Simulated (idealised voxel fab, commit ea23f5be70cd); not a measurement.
Process module heading - voxel released beams
The cross-section shown here is cut; it is 200 nm wide and divided into square cells measuring 5 nm on a side.
Square cells in a grid make up a cross-section in this document, and the grid is given as bands, listed from the top down, each one or more rows of cells. Each band's line starts with the height of the band's top and of its bottom, in nm. Then come its materials from left to right, each with its width in nm. One material with "everywhere" fills the band from edge to edge. "air" is empty space. Heights are expressed relative to 0, this being the level below which the as-received wafer comprises one material exclusively. The lowest band is unbounded in the downward direction and is denoted as in "z 0 and below". When a width is written as two numbers, as in "30 to 40", the first number is the width in the top row of cells of the band and the second is the width in its bottom row, and the width changes by the same amount from each row to the next. "nothing changed" -> step changed no cross-section cell. "Closed void table" contains a list of empty spaces, each no smaller than 8 cells and without an open way to the top, written in the form width x height at distance with the distance from the left edge and all three in nm. What comes after the settings on a step's line is commentary from the simulator itself on that step. What "overlay nm" on a step's line means: if the step has a mask, that mask lay this far to the right of its planned place, or, when the value is negative, to the left.
Below is the list of planned process steps
1,RECEIVE [material Si]
2,CONFORMAL_DEP [material Al2O3] [thk nm 5]
3,DIRECTIONAL_DEP [material SiO2] [thk nm 15]
4,DIRECTIONAL_DEP [material aC] [thk nm 10]
5,PATTERN [tone open] [mask id ANCHOR] [material resist] [width nm 25] [thk nm 30] [overlay nm 0]
6,DIRECTIONAL_ETCH [etch materials aC] [depth nm 10]
7,STRIP [etch materials resist]
8,DIRECTIONAL_ETCH [etch materials SiO2] [depth nm 15]
9,STRIP [etch materials aC]
10,CONFORMAL_DEP [material W] [thk nm 10]
11,PATTERN [tone cover] [mask id BEAM] [material resist] [width nm 70] [thk nm 15] [overlay nm 0]
12,DIRECTIONAL_ETCH [etch materials W] [depth nm 10]
13,STRIP [etch materials resist]
14,STRIP [etch materials SiO2]
The following pertains to the first of two wafers, which was processed as planned
Wafer at receipt (post step 1), cross-section
  z 0 and below = Si everywhere
  Closed void table: none
after step 2
  z 5 to 0 = Al2O3 everywhere
  Unchanged below 0.
after step 3
  z 20 to 5 = SiO2 everywhere
  Unchanged below 5.
after step 4
  z 30 to 20 = aC everywhere
  Unchanged below 20.
after step 5
  z 60 to 30 = resist=65  air=25  resist=110
  Unchanged below 30.
after step 6
  z 50 to 30 = resist=65  air=25  resist=110
  z 30 to 20 = aC=65  air=25  aC=110
  Unchanged below 20.
after step 7
  z 30 to 20 = aC=65  air=25  aC=110
  Unchanged below 20.
after step 8
  z 30 to 20 = aC=65  air=25  aC=110
  z 20 to 5 = SiO2=65  air=25  SiO2=110
  Unchanged below 5.
after step 9
  z 20 to 5 = SiO2=65  air=25  SiO2=110
  Unchanged below 5.
after step 10
  z 30 to 20 = W=75  air=5  W=120
  z 20 to 15 = SiO2=65  W=10  air=5  W=10  SiO2=110
  z 15 to 5 = SiO2=65  W=25  SiO2=110
  Unchanged below 5.
after step 11
  z 45 to 30 = air=60  resist=70  air=70
  z 30 to 20 = W=75  resist=5  W=120
  z 20 to 15 = SiO2=65  W=10  resist=5  W=10  SiO2=110
  Unchanged below 15.
after step 12
  z 45 to 30 = air=60  resist=70  air=70
  z 30 to 20 = air=60  W=15  resist=5  W=50  air=70
  Unchanged below 20.
after step 13
  z 30 to 20 = air=60  W=15  air=5  W=50  air=70
  z 20 to 15 = SiO2=65  W=10  air=5  W=10  SiO2=110
  Unchanged below 15.
after step 14
  z 30 to 20 = air=60  W=15  air=5  W=50  air=70
  z 20 to 15 = air=65  W=10  air=5  W=10  air=110
  z 15 to 5 = air=65  W=25  air=110
  Unchanged below 5.
Second wafer, same starting conditions and recipe as the first, one mistake in executing it, nothing differs from the first up to and including step 4
Look at the second wafer in cross-section at the time step 5 ought to have finished
  z 60 to 30 = resist=70  air=25  resist=105
  Unchanged below 30.
Look at the second wafer in cross-section at the time step 6 ought to have finished
  z 50 to 30 = resist=70  air=25  resist=105
  z 30 to 20 = aC=70  air=25  aC=105
  Unchanged below 20.
Look at the second wafer in cross-section at the time step 7 ought to have finished
  z 30 to 20 = aC=70  air=25  aC=105
  Unchanged below 20.
Look at the second wafer in cross-section at the time step 8 ought to have finished
  z 30 to 20 = aC=70  air=25  aC=105
  z 20 to 5 = SiO2=70  air=25  SiO2=105
  Unchanged below 5.
Look at the second wafer in cross-section at the time step 9 ought to have finished
  z 20 to 5 = SiO2=70  air=25  SiO2=105
  Unchanged below 5.
Look at the second wafer in cross-section at the time step 10 ought to have finished
  z 30 to 20 = W=80  air=5  W=115
  z 20 to 15 = SiO2=70  W=10  air=5  W=10  SiO2=105
  z 15 to 5 = SiO2=70  W=25  SiO2=105
  Unchanged below 5.
Look at the second wafer in cross-section at the time step 11 ought to have finished
  z 45 to 30 = air=60  resist=70  air=70
  z 30 to 20 = W=80  resist=5  W=115
  z 20 to 15 = SiO2=70  W=10  resist=5  W=10  SiO2=105
  Unchanged below 15.
Look at the second wafer in cross-section at the time step 12 ought to have finished
  z 45 to 30 = air=60  resist=70  air=70
  z 30 to 20 = air=60  W=20  resist=5  W=45  air=70
  Unchanged below 20.
Look at the second wafer in cross-section at the time step 13 ought to have finished
  z 30 to 20 = air=60  W=20  air=5  W=45  air=70
  z 20 to 15 = SiO2=70  W=10  air=5  W=10  SiO2=105
  Unchanged below 15.
Look at the second wafer in cross-section at the time step 14 ought to have finished
  z 30 to 20 = air=60  W=20  air=5  W=45  air=70
  z 20 to 15 = air=70  W=10  air=5  W=10  air=105
  z 15 to 5 = air=70  W=25  air=105
  Unchanged below 5.
Deviation noted in wafer processing: step 5 did not use the planned setting and instead ran as PATTERN [tone open] [mask id ANCHOR] [material resist] [width nm 25] [thk nm 30] [overlay nm 5]
End check, second vs first wafer: material counts in cells match, positions do not.
